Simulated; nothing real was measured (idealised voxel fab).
You're looking at the process module voxel self aligned contacts.
Xsec cut, 230 nm wide, square cell size 5 nm.
Square cells in a grid make up a cross-section in this document, and the grid is given as bands, listed from the top down, each one or more rows of cells.
Within each band entry, the heights of the top and of the bottom of the band appear first, in that order and in nm; the materials of the band then follow from left to right, each with its corresponding width in nm. The designation "edge to edge" on a single material indicates that it fills the band from edge to edge; the designation "air" indicates empty space.
Note: height 0 marks the level under which the wafer is uniformly one material as received. Lowest band unbounded below, written "0..down".
Quick explanation for "30 to 40": the width changes in equal steps down the rows of cells, from the first number in the band's top row to the second number in its bottom row.
Given "remained the same" for a step, no cell of the cross-section differs between before and after that step.
So "Enclosed voids" is basically the list of trapped voids: any empty space of 8 cells or more that can't reach the top through an opening. They're written width x height at distance, the distance being from the left edge, and it's all nm.
Heads up: the bit after the settings on a step's line is the simulator's remark on that step.
Among the settings permitted on a step's line is "overlay nm"; applied to a step with a mask, it specifies the extent to which the mask lay to the right of its planned position, whereas a negative figure signifies a position to the left.
[Intended process steps]
1) RECEIVE,material Si
2) CONFORMAL_DEP,material SiO2,thk nm 5
3) DIRECTIONAL_DEP,material polySi,thk nm 30
4) DIRECTIONAL_DEP,material SiN,thk nm 20
5) PATTERN,tone cover,mask id GATE,material resist,width nm 35,pitch nm 60,thk nm 15,overlay nm 0
6) DIRECTIONAL_ETCH,etch materials SiN,depth nm 20
7) DIRECTIONAL_ETCH,etch materials polySi,depth nm 30
8) STRIP,etch materials resist
9) CONFORMAL_DEP,material SiN,thk nm 5
10) DIRECTIONAL_ETCH,etch materials SiN,depth nm 5
11) FILL_DEP,material SiO2,thk nm 20
12) CMP,height nm 65
13) PATTERN,tone open,mask id CONTACT,material resist,width nm 35,thk nm 15,overlay nm 0
14) DIRECTIONAL_ETCH,etch materials SiO2,depth nm 65
15) STRIP,etch materials resist
16) CONFORMAL_DEP,material TiN,thk nm 5
17) FILL_DEP,material Ru,thk nm 10
18) CMP,height nm 55
19) CONFORMAL_DEP,material SiCN,thk nm 5
Split variable: height nm, step 18. Plan value = first wafer. Wafers start alike.
[So this is the first of several wafers, cross-sectioned as it came to us, meaning it's at the end of step 1]
	0..down  Si edge to edge
	Enclosed voids: none
[first wafer at the end, after step 19]
	60..55  SiCN edge to edge
	55..35  SiO2: 60 | SiN: 45 | TiN: 5 | Ru: 5 | TiN: 5 | SiN: 45 | SiO2: 65
	35..5  SiO2: 60 | SiN: 5 | polySi: 35 | SiN: 5 | TiN: 5 | Ru: 5 | TiN: 5 | SiN: 5 | polySi: 35 | SiN: 5 | SiO2: 65
	5..0  SiO2: 105 | TiN: 15 | SiO2: 110
	0..down  Si edge to edge
	Enclosed voids: none
[Here's the last wafer cross-sectioned at the end of the module]
	85..80  SiCN edge to edge
	80..70  Ru edge to edge
	70..65  TiN: 100 | Ru: 25 | TiN: 105
	65..55  SiO2: 95 | TiN: 5 to 15 | Ru: 25 to 5 | TiN: 5 to 15 | SiO2: 100
	55..35  SiO2: 60 | SiN: 45 | TiN: 5 | Ru: 5 | TiN: 5 | SiN: 45 | SiO2: 65
	35..5  SiO2: 60 | SiN: 5 | polySi: 35 | SiN: 5 | TiN: 5 | Ru: 5 | TiN: 5 | SiN: 5 | polySi: 35 | SiN: 5 | SiO2: 65
	5..0  SiO2: 105 | TiN: 15 | SiO2: 110
	0..down  Si edge to edge
	Enclosed voids: none
[For your reference, the table is organized with a row per wafer; each row reflects the wafer at the end of the module, indicating for each material the cells gained (+) or lost (-) since receipt, and thereafter its closed voids]
height nm 55; +10 Ru; +46 SiCN; +96 SiN; +293 SiO2; +23 TiN; +84 polySi; Enclosed voids: none
height nm 60; +11 Ru; +46 SiCN; +96 SiN; +332 SiO2; +29 TiN; +84 polySi; Enclosed voids: none
height nm 65; +16 Ru; +46 SiCN; +96 SiN; +371 SiO2; +31 TiN; +84 polySi; Enclosed voids: none
height nm 70; +21 Ru; +46 SiCN; +96 SiN; +371 SiO2; +72 TiN; +84 polySi; Enclosed voids: none
height nm 75; +67 Ru; +46 SiCN; +96 SiN; +371 SiO2; +72 TiN; +84 polySi; Enclosed voids: none
height nm 80; +113 Ru; +46 SiCN; +96 SiN; +371 SiO2; +72 TiN; +84 polySi; Enclosed voids: none
